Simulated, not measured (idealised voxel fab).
Name of the process module below: voxel capacitor over wiring
The cross-section on display is named cut; it measures 155 nm wide, and its cells are 5 nm squares.
A cross-section in this document is a grid of square cells, and it is written down as bands, the top band listed before the ones below it; a band is made up of one or more rows of cells.
Heights first: top, then bottom, in nm. Then materials, left to right, each with a width in nm. "everywhere" on a single material: fills the band edge to edge. "blank": empty space.
Counting heights begins at 0, where everything beneath is, in the wafer as received, one material. The lowest band has no bottom; it goes on downwards, as "top 0, no bottom" shows.
A width such as "30..40" changes by the same amount from each row of cells to the next, from the band's top row to its bottom row.
What does "no modifications" mean for a step? It means no cell of the cross-section changed in that step.
Closed-off voids of 8+ cells (no open route to the top) go in "Enclosed void catalog", written width x height at distance from the left edge, in nm.
On each step's line, the part that comes after the settings is the simulator's own comment on the step.
overlay nm: mask offset rightward from planned place, masked step; negative means leftward offset.
Process steps - plan
1,RECEIVE (material Si)
2,CONFORMAL_DEP (material SiO2; thk nm 10)
3,CONFORMAL_DEP (material SiCN; thk nm 5)
4,DIRECTIONAL_DEP (material SiO2; thk nm 25)
5,MASKED_ETCH (tone open; mask id METAL_1; width nm 25; pitch nm 95; etch materials SiO2; depth nm 25; overlay nm 0)
6,MASKED_ETCH (tone open; mask id METAL_1; width nm 25; pitch nm 95; etch materials SiCN; depth nm 5; overlay nm 0)
7,CONFORMAL_DEP (material TiN; thk nm 5)
8,FILL_DEP (material Cu; thk nm 5)
9,CMP (height nm 40)
10,EPI (material Ru; thk nm 5)
11,FILL_DEP (material SiCN; thk nm 5)
12,DIRECTIONAL_DEP (material SiO2; thk nm 20)
13,MASKED_ETCH (tone open; mask id PLUG_1; width nm 15; etch materials SiO2; depth nm 20; overlay nm 0)
14,MASKED_ETCH (tone open; mask id PLUG_1; width nm 15; etch materials SiCN; depth nm 5; overlay nm 0)
15,CONFORMAL_DEP (material TiN; thk nm 5)
16,FILL_DEP (material Ru; thk nm 10)
17,CMP (height nm 70)
18,DIRECTIONAL_DEP (material TiN; thk nm 5)
19,DIRECTIONAL_DEP (material SiN; thk nm 5)
20,DIRECTIONAL_DEP (material TiN; thk nm 5)
21,DIRECTIONAL_DEP (material aC; thk nm 15)
22,PATTERN (tone cover; mask id UPPER_PLATE; material resist; width nm 75; thk nm 35; overlay nm 0)
23,DIRECTIONAL_ETCH (etch materials aC; depth nm 15)
24,STRIP (etch materials resist)
25,DIRECTIONAL_ETCH (etch materials TiN; depth nm 5)
26,DIRECTIONAL_ETCH (etch materials SiN; depth nm 5)
27,STRIP (etch materials aC)
28,MASKED_ETCH (tone cover; mask id LOWER_PLATE; width nm 85; etch materials TiN; depth nm 5; overlay nm 0)
29,FILL_DEP (material SiO2; thk nm 20)
30,CMP (height nm 100)
31,MASKED_ETCH (tone open; mask id PLUG_2; width nm 15; etch materials SiO2; depth nm 15; overlay nm 0)
32,CONFORMAL_DEP (material TiN; thk nm 5)
33,FILL_DEP (material Cu; thk nm 5)
34,CMP (height nm 100)
35,CONFORMAL_DEP (material SiCN; thk nm 5)
First of two wafers, with the run carried out as planned
As received (post step 1): cross-section
  top 0, no bottom  Si everywhere
  Enclosed void catalog: none
Cross-section through the wafer, step 2 finished
  top 10, bottom 0  SiO2 everywhere
  Below 0, no change.
Cross-section through the wafer, step 3 finished
  top 15, bottom 10  SiCN everywhere
  Below 10, no change.
Cross-section through the wafer, step 4 finished
  top 40, bottom 15  SiO2 everywhere
  Below 15, no change.
Cross-section through the wafer, step 5 finished
  top 40, bottom 15  SiO2 15 | blank 25 | SiO2 70 | blank 25 | SiO2 20
  Below 15, no change.
Cross-section through the wafer, step 6 finished
  top 40, bottom 15  SiO2 15 | blank 25 | SiO2 70 | blank 25 | SiO2 20
  top 15, bottom 10  SiCN 15 | blank 25 | SiCN 70 | blank 25 | SiCN 20
  Below 10, no change.
Cross-section through the wafer, step 7 finished
  top 45, bottom 40  TiN 20 | blank 15 | TiN 80 | blank 15 | TiN 25
  top 40, bottom 15  SiO2 15 | TiN 5 | blank 15 | TiN 5 | SiO2 70 | TiN 5 | blank 15 | TiN 5 | SiO2 20
  top 15, bottom 10  SiCN 15 | TiN 25 | SiCN 70 | TiN 25 | SiCN 20
  Below 10, no change.
Cross-section through the wafer, step 8 finished
  top 50, bottom 45  Cu everywhere
  top 45, bottom 40  TiN 20 | Cu 15 | TiN 80 | Cu 15 | TiN 25
  top 40, bottom 15  SiO2 15 | TiN 5 | Cu 15 | TiN 5 | SiO2 70 | TiN 5 | Cu 15 | TiN 5 | SiO2 20
  Below 15, no change.
Cross-section through the wafer, step 9 finished
  top 40, bottom 15  SiO2 15 | TiN 5 | Cu 15 | TiN 5 | SiO2 70 | TiN 5 | Cu 15 | TiN 5 | SiO2 20
  Below 15, no change.
Cross-section through the wafer, step 10 finished
  top 45, bottom 40  blank 10 | Ru 35 | blank 60 | Ru 35 | blank 15
  Below 40, no change.
Cross-section through the wafer, step 11 finished
  top 50, bottom 45  SiCN everywhere
  top 45, bottom 40  SiCN 10 | Ru 35 | SiCN 60 | Ru 35 | SiCN 15
  Below 40, no change.
Cross-section through the wafer, step 12 finished
  top 70, bottom 50  SiO2 everywhere
  Below 50, no change.
Cross-section through the wafer, step 13 finished
  top 70, bottom 50  SiO2 25 | blank 15 | SiO2 115
  Below 50, no change.
Cross-section through the wafer, step 14 finished
  top 70, bottom 50  SiO2 25 | blank 15 | SiO2 115
  top 50, bottom 45  SiCN 25 | blank 15 | SiCN 115
  Below 45, no change.
Cross-section through the wafer, step 15 finished
  top 75, bottom 70  TiN 30 | blank 5 | TiN 120
  top 70, bottom 50  SiO2 25 | TiN 5 | blank 5 | TiN 5 | SiO2 115
  top 50, bottom 45  SiCN 25 | TiN 15 | SiCN 115
  Below 45, no change.
Cross-section through the wafer, step 16 finished
  top 85, bottom 75  Ru everywhere
  top 75, bottom 70  TiN 30 | Ru 5 | TiN 120
  top 70, bottom 50  SiO2 25 | TiN 5 | Ru 5 | TiN 5 | SiO2 115
  Below 50, no change.
Cross-section through the wafer, step 17 finished
  top 70, bottom 50  SiO2 25 | TiN 5 | Ru 5 | TiN 5 | SiO2 115
  Below 50, no change.
Cross-section through the wafer, step 18 finished
  top 75, bottom 70  TiN everywhere
  Below 70, no change.
Cross-section through the wafer, step 19 finished
  top 80, bottom 75  SiN everywhere
  Below 75, no change.
Cross-section through the wafer, step 20 finished
  top 85, bottom 80  TiN everywhere
  Below 80, no change.
Cross-section through the wafer, step 21 finished
  top 100, bottom 85  aC everywhere
  Below 85, no change.
Cross-section through the wafer, step 22 finished
  top 135, bottom 100  blank 25 | resist 75 | blank 55
  Below 100, no change.
Cross-section through the wafer, step 23 finished
  top 120, bottom 100  blank 25 | resist 75 | blank 55
  top 100, bottom 85  blank 25 | aC 75 | blank 55
  Below 85, no change.
Cross-section through the wafer, step 24 finished
  top 100, bottom 85  blank 25 | aC 75 | blank 55
  Below 85, no change.
Cross-section through the wafer, step 25 finished
  top 100, bottom 85  blank 25 | aC 75 | blank 55
  top 85, bottom 80  blank 25 | TiN 75 | blank 55
  Below 80, no change.
Cross-section through the wafer, step 26 finished
  top 100, bottom 85  blank 25 | aC 75 | blank 55
  top 85, bottom 80  blank 25 | TiN 75 | blank 55
  top 80, bottom 75  blank 25 | SiN 75 | blank 55
  Below 75, no change.
Cross-section through the wafer, step 27 finished
  top 85, bottom 80  blank 25 | TiN 75 | blank 55
  Below 80, no change.
Cross-section through the wafer, step 28 finished
  top 85, bottom 80  blank 25 | TiN 75 | blank 55
  top 80, bottom 75  blank 25 | SiN 75 | blank 55
  top 75, bottom 70  blank 20 | TiN 85 | blank 50
  Below 70, no change.
Cross-section through the wafer, step 29 finished
  top 105, bottom 85  SiO2 everywhere
  top 85, bottom 80  SiO2 25 | TiN 75 | SiO2 55
  top 80, bottom 75  SiO2 25 | SiN 75 | SiO2 55
  top 75, bottom 70  SiO2 20 | TiN 85 | SiO2 50
  Below 70, no change.
Cross-section through the wafer, step 30 finished
  top 100, bottom 85  SiO2 everywhere
  Below 85, no change.
Cross-section through the wafer, step 31 finished
  top 100, bottom 85  SiO2 35 | blank 15 | SiO2 105
  Below 85, no change.
Cross-section through the wafer, step 32 finished
  top 105, bottom 100  TiN 40 | blank 5 | TiN 110
  top 100, bottom 90  SiO2 35 | TiN 5 | blank 5 | TiN 5 | SiO2 105
  top 90, bottom 80  SiO2 35..25 | TiN 15..75 | SiO2 105..55
  Below 80, no change.
Cross-section through the wafer, step 33 finished
  top 110, bottom 105  Cu everywhere
  top 105, bottom 100  TiN 40 | Cu 5 | TiN 110
  top 100, bottom 90  SiO2 35 | TiN 5 | Cu 5 | TiN 5 | SiO2 105
  Below 90, no change.
Cross-section through the wafer, step 34 finished
  top 100, bottom 90  SiO2 35 | TiN 5 | Cu 5 | TiN 5 | SiO2 105
  Below 90, no change.
Cross-section through the wafer, step 35 finished
  top 105, bottom 100  SiCN everywhere
  Below 100, no change.
Second wafer: same start and same plan as the first, one execution error; identical to the first through step 21
Look at the second wafer in cross-section at the time step 22 ought to have finished
  top 135, bottom 100  blank 25 | resist 80 | blank 50
  Below 100, no change.
Look at the second wafer in cross-section at the time step 23 ought to have finished
  top 120, bottom 100  blank 25 | resist 80 | blank 50
  top 100, bottom 85  blank 25 | aC 80 | blank 50
  Below 85, no change.
Look at the second wafer in cross-section at the time step 24 ought to have finished
  top 100, bottom 85  blank 25 | aC 80 | blank 50
  Below 85, no change.
Look at the second wafer in cross-section at the time step 25 ought to have finished
  top 100, bottom 85  blank 25 | aC 80 | blank 50
  top 85, bottom 80  blank 25 | TiN 80 | blank 50
  Below 80, no change.
Look at the second wafer in cross-section at the time step 26 ought to have finished
  top 100, bottom 85  blank 25 | aC 80 | blank 50
  top 85, bottom 80  blank 25 | TiN 80 | blank 50
  top 80, bottom 75  blank 25 | SiN 80 | blank 50
  Below 75, no change.
Look at the second wafer in cross-section at the time step 27 ought to have finished
  top 85, bottom 80  blank 25 | TiN 80 | blank 50
  Below 80, no change.
Look at the second wafer in cross-section at the time step 28 ought to have finished
  top 85, bottom 80  blank 25 | TiN 80 | blank 50
  top 80, bottom 75  blank 25 | SiN 80 | blank 50
  top 75, bottom 70  blank 20 | TiN 85 | blank 50
  Below 70, no change.
Look at the second wafer in cross-section at the time step 29 ought to have finished
  top 105, bottom 85  SiO2 everywhere
  top 85, bottom 80  SiO2 25 | TiN 80 | SiO2 50
  top 80, bottom 75  SiO2 25 | SiN 80 | SiO2 50
  top 75, bottom 70  SiO2 20 | TiN 85 | SiO2 50
  Below 70, no change.
Look at the second wafer in cross-section at the time step 30 ought to have finished
  top 100, bottom 85  SiO2 everywhere
  Below 85, no change.
Look at the second wafer in cross-section at the time step 31 ought to have finished
  top 100, bottom 85  SiO2 35 | blank 15 | SiO2 105
  Below 85, no change.
Look at the second wafer in cross-section at the time step 32 ought to have finished
  top 105, bottom 100  TiN 40 | blank 5 | TiN 110
  top 100, bottom 90  SiO2 35 | TiN 5 | blank 5 | TiN 5 | SiO2 105
  top 90, bottom 80  SiO2 35..25 | TiN 15..80 | SiO2 105..50
  Below 80, no change.
Look at the second wafer in cross-section at the time step 33 ought to have finished
  top 110, bottom 105  Cu everywhere
  top 105, bottom 100  TiN 40 | Cu 5 | TiN 110
  top 100, bottom 90  SiO2 35 | TiN 5 | Cu 5 | TiN 5 | SiO2 105
  Below 90, no change.
Look at the second wafer in cross-section at the time step 34 ought to have finished
  top 100, bottom 90  SiO2 35 | TiN 5 | Cu 5 | TiN 5 | SiO2 105
  Below 90, no change.
Look at the second wafer in cross-section at the time step 35 ought to have finished
  top 105, bottom 100  SiCN everywhere
  Below 100, no change.
What went wrong in running the wafer? it should be noted that step 22 was executed with settings other than those planned, the operation and settings actually applied being PATTERN (tone cover; mask id UPPER_PLATE; material resist; width nm 80; thk nm 35; overlay nm 0)
Final comparison by cell count, materials where the second wafer has more or fewer than the first: 1 more of SiN | 2 fewer of SiO2 | 1 more of TiN
